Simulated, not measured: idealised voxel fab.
The process module that follows is named voxel double patterning.
The figure presents cross-section cut, which has a width of 170 nm and is divided into square cells with an edge length of 5 nm.
Cross-section format: a grid of square cells, given as bands from top to bottom; each band is one or more rows of cells. Per band: top height and bottom height in nm, followed by the left-to-right materials and their widths in nm; "edge to edge" marks a single material spanning edge to edge, "blank" marks empty space. Height is counted from the level 0, under which the received wafer is composed throughout of one material. The lowest of the bands is not closed at the bottom but continues downward, in the notation "0 -> down". Width spec "30 to 40" -> top row of cells at first value, bottom row at second value, equal per-row change in between. Step marked "nothing altered"? Then no cell in the cross-section changed in it. So "Non-vented voids" is basically the list of trapped voids: any empty space of 8 cells or more that can't reach the top through an opening. They're written width x height at distance, the distance being from the left edge, and it's all nm. If you see something after the settings on a step's line, that's the simulator's own remark about that step. "overlay nm", when on a step's line for a step with a mask, measures how far to the right of its planned place the mask lay; a negative measure means to the left.

THE STEPS PLANNED FOR THE PROCESS ARE AS FOLLOWS
1,RECEIVE [material Si]
2,CONFORMAL_DEP [material SiN] [thk nm 10]
3,DIRECTIONAL_DEP [material SiO2] [thk nm 15]
4,DIRECTIONAL_DEP [material SiCN] [thk nm 5]
5,PATTERN [tone open] [mask id FIRST] [material resist] [width nm 15] [pitch nm 50] [thk nm 15] [overlay nm 0]
6,DIRECTIONAL_ETCH [etch materials SiCN] [depth nm 5]
7,STRIP [etch materials resist]
8,DIRECTIONAL_DEP [material aC] [thk nm 10]
9,PATTERN [tone open] [mask id SECOND] [material resist] [width nm 15] [thk nm 30] [overlay nm 0]
10,DIRECTIONAL_ETCH [etch materials aC] [depth nm 10]
11,STRIP [etch materials resist]
12,DIRECTIONAL_ETCH [etch materials SiCN] [depth nm 5]
13,STRIP [etch materials aC]
14,DIRECTIONAL_ETCH [etch materials SiO2] [depth nm 15]
15,STRIP [etch materials SiCN]

SO THIS IS THE INCOMING WAFER IN CROSS-SECTION - IT'S ALREADY BEEN THROUGH STEP 1
* 0 -> down = Si edge to edge
* Non-vented voids: none

FIGURE: CROSS-SECTIONAL VIEW OF THE WAFER UPON COMPLETION OF THE MODULE, PROCESSED FROM THE INITIAL STATE AND ACCORDING TO THE PLAN DEPICTED ABOVE, WITH ONE ERROR INTRODUCED DURING EXECUTION
* 15 -> 0 = 50 nm SiO2 | 15 nm blank | 10 nm SiO2 | 15 nm blank | 10 nm SiO2 | 15 nm blank | 55 nm SiO2
* 0 -> down = Si edge to edge
* Non-vented voids: none
Against the plan, the run slipped here: plan step 2 skipped
